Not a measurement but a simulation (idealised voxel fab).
Proc. module: voxel gate over fins
Cross-section cut: width 210 nm, square cells of 5 nm.
Think of the cross-section as a grid of square cells. We describe it in bands, top to bottom, and each band covers one or more rows of those cells. Band entry format. Leading values: height of top, height of bottom, nm. Remainder: materials in left-to-right order, each with its width in nm. Special words: "full width" on a single material, which then fills the band edge to edge; "air", empty space. Heads up on the height convention: 0 is the point under which the incoming wafer is all one material, and the lowest band has no bottom, it just keeps going down, like "top 0, no bottom". Quick explanation for "30 to 40": the width changes in equal steps down the rows of cells, from the first number in the band's top row to the second number in its bottom row. The cross-section has no changed cell in any step marked "same as before". Each empty space that has no open way to the top and spans at least 8 cells appears under "Voids lacking openings" as width x height at distance, the distance counted from the left edge, all in nm. Text after the settings on a step's line: the simulator's own remark on that step. The setting "overlay nm" may be written on the line of a step. When the step uses a mask, the value reports how far to the right of the planned place the mask lay, and a negative value reports that it lay to the left.
## The planned process steps are enumerated hereunder
1,RECEIVE,material Si
2,CONFORMAL_DEP,material SiN,thk nm 10
3,DIRECTIONAL_DEP,material aC,thk nm 15
4,PATTERN,tone cover,mask id FINS,material resist,width nm 15,pitch nm 50,thk nm 30,overlay nm 0
5,DIRECTIONAL_ETCH,etch materials aC,depth nm 15
6,STRIP,etch materials resist
7,DIRECTIONAL_ETCH,etch materials SiN,depth nm 10
8,DIRECTIONAL_ETCH,etch materials Si,depth nm 35
9,STRIP,etch materials aC
10,FILL_DEP,material SiO2,thk nm 10
11,CMP,height nm 10
12,MASKED_ETCH,tone open,mask id RAIL,width nm 15,etch materials SiO2,depth nm 40,overlay nm 0
13,CONFORMAL_DEP,material TiN,thk nm 5
14,FILL_DEP,material W,thk nm 5
15,CMP,height nm 10
16,SELECTIVE_ETCH,etch materials W Ru TiN,depth nm 25
17,FILL_DEP,material SiO2,thk nm 5
18,CMP,height nm 10
19,SELECTIVE_ETCH,etch materials SiO2,depth nm 20
20,STRIP,etch materials SiN
21,CONFORMAL_DEP,material HfO2,thk nm 5
22,CONFORMAL_DEP,material TiN,thk nm 5
23,CONFORMAL_DEP,material TiAl,thk nm 5
24,CONFORMAL_DEP,material TiN,thk nm 5
25,FILL_DEP,material W,thk nm 15
26,CMP,height nm 30
27,CONFORMAL_DEP,material SiN,thk nm 5
## First of two wafers, with the run carried out as planned
## Received-state cross-section, reflecting completion of step 1
* top 0, no bottom  Si full width
* Voids lacking openings: none
## after step 2
* top 10, bottom 0  SiN full width
* All layers under 0 are left as they were.
## after step 3
* top 25, bottom 10  aC full width
* All layers under 10 are left as they were.
## after step 4
* top 55, bottom 25  air 45; resist 15; air 35; resist 15; air 35; resist 15; air 50
* All layers under 25 are left as they were.
## after step 5
* top 40, bottom 25  air 45; resist 15; air 35; resist 15; air 35; resist 15; air 50
* top 25, bottom 10  air 45; aC 15; air 35; aC 15; air 35; aC 15; air 50
* All layers under 10 are left as they were.
## after step 6
* top 25, bottom 10  air 45; aC 15; air 35; aC 15; air 35; aC 15; air 50
* All layers under 10 are left as they were.
## after step 7
* top 25, bottom 10  air 45; aC 15; air 35; aC 15; air 35; aC 15; air 50
* top 10, bottom 0  air 45; SiN 15; air 35; SiN 15; air 35; SiN 15; air 50
* All layers under 0 are left as they were.
## after step 8
* top 25, bottom 10  air 45; aC 15; air 35; aC 15; air 35; aC 15; air 50
* top 10, bottom 0  air 45; SiN 15; air 35; SiN 15; air 35; SiN 15; air 50
* top 0, bottom -35  air 45; Si 15; air 35; Si 15; air 35; Si 15; air 50
* All layers under -35 are left as they were.
## after step 9
* top 10, bottom 0  air 45; SiN 15; air 35; SiN 15; air 35; SiN 15; air 50
* All layers under 0 are left as they were.
## after step 10
* top 20, bottom 10  SiO2 full width
* top 10, bottom 0  SiO2 45; SiN 15; SiO2 35; SiN 15; SiO2 35; SiN 15; SiO2 50
* top 0, bottom -35  SiO2 45; Si 15; SiO2 35; Si 15; SiO2 35; Si 15; SiO2 50
* All layers under -35 are left as they were.
## after step 11
* top 10, bottom 0  SiO2 45; SiN 15; SiO2 35; SiN 15; SiO2 35; SiN 15; SiO2 50
* All layers under 0 are left as they were.
## after step 12
* top 10, bottom 0  SiO2 45; SiN 15; SiO2 10; air 15; SiO2 10; SiN 15; SiO2 35; SiN 15; SiO2 50
* top 0, bottom -30  SiO2 45; Si 15; SiO2 10; air 15; SiO2 10; Si 15; SiO2 35; Si 15; SiO2 50
* All layers under -30 are left as they were.
## after step 13
* top 15, bottom 10  TiN 75; air 5; TiN 130
* top 10, bottom 0  SiO2 45; SiN 15; SiO2 10; TiN 5; air 5; TiN 5; SiO2 10; SiN 15; SiO2 35; SiN 15; SiO2 50
* top 0, bottom -25  SiO2 45; Si 15; SiO2 10; TiN 5; air 5; TiN 5; SiO2 10; Si 15; SiO2 35; Si 15; SiO2 50
* top -25, bottom -30  SiO2 45; Si 15; SiO2 10; TiN 15; SiO2 10; Si 15; SiO2 35; Si 15; SiO2 50
* All layers under -30 are left as they were.
## after step 14
* top 20, bottom 15  W full width
* top 15, bottom 10  TiN 75; W 5; TiN 130
* top 10, bottom 0  SiO2 45; SiN 15; SiO2 10; TiN 5; W 5; TiN 5; SiO2 10; SiN 15; SiO2 35; SiN 15; SiO2 50
* top 0, bottom -25  SiO2 45; Si 15; SiO2 10; TiN 5; W 5; TiN 5; SiO2 10; Si 15; SiO2 35; Si 15; SiO2 50
* All layers under -25 are left as they were.
## after step 15
* top 10, bottom 0  SiO2 45; SiN 15; SiO2 10; TiN 5; W 5; TiN 5; SiO2 10; SiN 15; SiO2 35; SiN 15; SiO2 50
* All layers under 0 are left as they were.
## after step 16
* top 10, bottom 0  SiO2 45; SiN 15; SiO2 10; air 15; SiO2 10; SiN 15; SiO2 35; SiN 15; SiO2 50
* top 0, bottom -15  SiO2 45; Si 15; SiO2 10; air 15; SiO2 10; Si 15; SiO2 35; Si 15; SiO2 50
* All layers under -15 are left as they were.
## after step 17
* top 15, bottom 10  SiO2 full width
* top 10, bottom 0  SiO2 45; SiN 15; SiO2 35; SiN 15; SiO2 35; SiN 15; SiO2 50
* top 0, bottom -15  SiO2 45; Si 15; SiO2 35; Si 15; SiO2 35; Si 15; SiO2 50
* All layers under -15 are left as they were.
## after step 18
* top 10, bottom 0  SiO2 45; SiN 15; SiO2 35; SiN 15; SiO2 35; SiN 15; SiO2 50
* All layers under 0 are left as they were.
## after step 19
* top 10, bottom 0  air 45; SiN 15; air 35; SiN 15; air 35; SiN 15; air 50
* top 0, bottom -10  air 45; Si 15; air 35; Si 15; air 35; Si 15; air 50
* All layers under -10 are left as they were.
## after step 20
* top 0, bottom -10  air 45; Si 15; air 35; Si 15; air 35; Si 15; air 50
* All layers under -10 are left as they were.
## after step 21
* top 5, bottom 0  air 40; HfO2 25; air 25; HfO2 25; air 25; HfO2 25; air 45
* top 0, bottom -5  air 40; HfO2 5; Si 15; HfO2 5; air 25; HfO2 5; Si 15; HfO2 5; air 25; HfO2 5; Si 15; HfO2 5; air 45
* top -5, bottom -10  HfO2 45; Si 15; HfO2 35; Si 15; HfO2 35; Si 15; HfO2 50
* All layers under -10 are left as they were.
## after step 22
* top 10, bottom 5  air 35; TiN 35; air 15; TiN 35; air 15; TiN 35; air 40
* top 5, bottom 0  air 35; TiN 5; HfO2 25; TiN 5; air 15; TiN 5; HfO2 25; TiN 5; air 15; TiN 5; HfO2 25; TiN 5; air 40
* top 0, bottom -5  TiN 40; HfO2 5; Si 15; HfO2 5; TiN 25; HfO2 5; Si 15; HfO2 5; TiN 25; HfO2 5; Si 15; HfO2 5; TiN 45
* All layers under -5 are left as they were.
## after step 23
* top 15, bottom 10  air 30; TiAl 45; air 5; TiAl 45; air 5; TiAl 45; air 35
* top 10, bottom 5  air 30; TiAl 5; TiN 35; TiAl 5; air 5; TiAl 5; TiN 35; TiAl 5; air 5; TiAl 5; TiN 35; TiAl 5; air 35
* top 5, bottom 0  TiAl 35; TiN 5; HfO2 25; TiN 5; TiAl 15; TiN 5; HfO2 25; TiN 5; TiAl 15; TiN 5; HfO2 25; TiN 5; TiAl 40
* All layers under 0 are left as they were.
## after step 24
* top 20, bottom 15  air 25; TiN 155; air 30
* top 15, bottom 10  air 25; TiN 5; TiAl 45; TiN 5; TiAl 45; TiN 5; TiAl 45; TiN 5; air 30
* top 10, bottom 5  TiN 30; TiAl 5; TiN 35; TiAl 5; TiN 5; TiAl 5; TiN 35; TiAl 5; TiN 5; TiAl 5; TiN 35; TiAl 5; TiN 35
* All layers under 5 are left as they were.
## after step 25
* top 35, bottom 20  W full width
* top 20, bottom 15  W 25; TiN 155; W 30
* top 15, bottom 10  W 25; TiN 5; TiAl 45; TiN 5; TiAl 45; TiN 5; TiAl 45; TiN 5; W 30
* All layers under 10 are left as they were.
## after step 26
* top 30, bottom 20  W full width
* All layers under 20 are left as they were.
## after step 27
* top 35, bottom 30  SiN full width
* All layers under 30 are left as they were.
## Now the other wafer: same start, same recipe, but we messed up one thing when running it. Up to and including step 3 it's the same as the first one
## Second wafer cross-section, taken as of the time the plan sets for step 4 to be done
* top 55, bottom 25  resist 45; air 15; resist 35; air 15; resist 35; air 15; resist 50
* All layers under 25 are left as they were.
## Second wafer cross-section, taken as of the time the plan sets for step 5 to be done
* top 40, bottom 25  resist 45; air 15; resist 35; air 15; resist 35; air 15; resist 50
* top 25, bottom 10  aC 45; air 15; aC 35; air 15; aC 35; air 15; aC 50
* All layers under 10 are left as they were.
## Second wafer cross-section, taken as of the time the plan sets for step 6 to be done
* top 25, bottom 10  aC 45; air 15; aC 35; air 15; aC 35; air 15; aC 50
* All layers under 10 are left as they were.
## Second wafer cross-section, taken as of the time the plan sets for step 7 to be done
* top 25, bottom 10  aC 45; air 15; aC 35; air 15; aC 35; air 15; aC 50
* top 10, bottom 0  SiN 45; air 15; SiN 35; air 15; SiN 35; air 15; SiN 50
* All layers under 0 are left as they were.
## Second wafer cross-section, taken as of the time the plan sets for step 8 to be done
* top 25, bottom 10  aC 45; air 15; aC 35; air 15; aC 35; air 15; aC 50
* top 10, bottom 0  SiN 45; air 15; SiN 35; air 15; SiN 35; air 15; SiN 50
* top 0, bottom -35  Si 45; air 15; Si 35; air 15; Si 35; air 15; Si 50
* All layers under -35 are left as they were.
## Second wafer cross-section, taken as of the time the plan sets for step 9 to be done
* top 10, bottom 0  SiN 45; air 15; SiN 35; air 15; SiN 35; air 15; SiN 50
* All layers under 0 are left as they were.
## Second wafer cross-section, taken as of the time the plan sets for step 10 to be done
* top 20, bottom 10  SiO2 full width
* top 10, bottom 0  SiN 45; SiO2 15; SiN 35; SiO2 15; SiN 35; SiO2 15; SiN 50
* top 0, bottom -35  Si 45; SiO2 15; Si 35; SiO2 15; Si 35; SiO2 15; Si 50
* All layers under -35 are left as they were.
## Second wafer cross-section, taken as of the time the plan sets for step 11 to be done
* top 10, bottom 0  SiN 45; SiO2 15; SiN 35; SiO2 15; SiN 35; SiO2 15; SiN 50
* All layers under 0 are left as they were.
Second wafer cross-section, taken as of the time the plan sets for step 12 to be done: same as before
## Second wafer cross-section, taken as of the time the plan sets for step 13 to be done
* top 15, bottom 10  TiN full width
* All layers under 10 are left as they were.
## Second wafer cross-section, taken as of the time the plan sets for step 14 to be done
* top 20, bottom 15  W full width
* All layers under 15 are left as they were.
## Second wafer cross-section, taken as of the time the plan sets for step 15 to be done
* top 10, bottom 0  SiN 45; SiO2 15; SiN 35; SiO2 15; SiN 35; SiO2 15; SiN 50
* All layers under 0 are left as they were.
Second wafer cross-section, taken as of the time the plan sets for step 16 to be done: same as before
## Second wafer cross-section, taken as of the time the plan sets for step 17 to be done
* top 15, bottom 10  SiO2 full width
* All layers under 10 are left as they were.
## Second wafer cross-section, taken as of the time the plan sets for step 18 to be done
* top 10, bottom 0  SiN 45; SiO2 15; SiN 35; SiO2 15; SiN 35; SiO2 15; SiN 50
* All layers under 0 are left as they were.
## Second wafer cross-section, taken as of the time the plan sets for step 19 to be done
* top 10, bottom 0  SiN 45; air 15; SiN 35; air 15; SiN 35; air 15; SiN 50
* top 0, bottom -10  Si 45; air 15; Si 35; air 15; Si 35; air 15; Si 50
* All layers under -10 are left as they were.
## Second wafer cross-section, taken as of the time the plan sets for step 20 to be done
* top 0, bottom -10  Si 45; air 15; Si 35; air 15; Si 35; air 15; Si 50
* All layers under -10 are left as they were.
## Second wafer cross-section, taken as of the time the plan sets for step 21 to be done
* top 5, bottom 0  HfO2 50; air 5; HfO2 45; air 5; HfO2 45; air 5; HfO2 55
* top 0, bottom -5  Si 45; HfO2 5; air 5; HfO2 5; Si 35; HfO2 5; air 5; HfO2 5; Si 35; HfO2 5; air 5; HfO2 5; Si 50
* top -5, bottom -10  Si 45; HfO2 15; Si 35; HfO2 15; Si 35; HfO2 15; Si 50
* All layers under -10 are left as they were.
## Second wafer cross-section, taken as of the time the plan sets for step 22 to be done
* top 10, bottom 5  TiN full width
* top 5, bottom 0  HfO2 50; TiN 5; HfO2 45; TiN 5; HfO2 45; TiN 5; HfO2 55
* top 0, bottom -5  Si 45; HfO2 5; TiN 5; HfO2 5; Si 35; HfO2 5; TiN 5; HfO2 5; Si 35; HfO2 5; TiN 5; HfO2 5; Si 50
* All layers under -5 are left as they were.
## Second wafer cross-section, taken as of the time the plan sets for step 23 to be done
* top 15, bottom 10  TiAl full width
* All layers under 10 are left as they were.
## Second wafer cross-section, taken as of the time the plan sets for step 24 to be done
* top 20, bottom 15  TiN full width
* All layers under 15 are left as they were.
## Second wafer cross-section, taken as of the time the plan sets for step 25 to be done
* top 35, bottom 20  W full width
* All layers under 20 are left as they were.
## Second wafer cross-section, taken as of the time the plan sets for step 26 to be done
* top 30, bottom 20  W full width
* All layers under 20 are left as they were.
## Second wafer cross-section, taken as of the time the plan sets for step 27 to be done
* top 35, bottom 30  SiN full width
* All layers under 30 are left as they were.
Here's what went sideways: step 4 deviated from plan and actually ran as PATTERN,tone open,mask id FINS,material resist,width nm 15,pitch nm 50,thk nm 30,overlay nm 0
Upon completion, the second wafer contains, in terms of cells, a greater or smaller amount of certain materials than the first wafer: 168 more of Si | 111 fewer of SiO2 | 12 fewer of TiAl | 21 fewer of TiN | 24 fewer of W
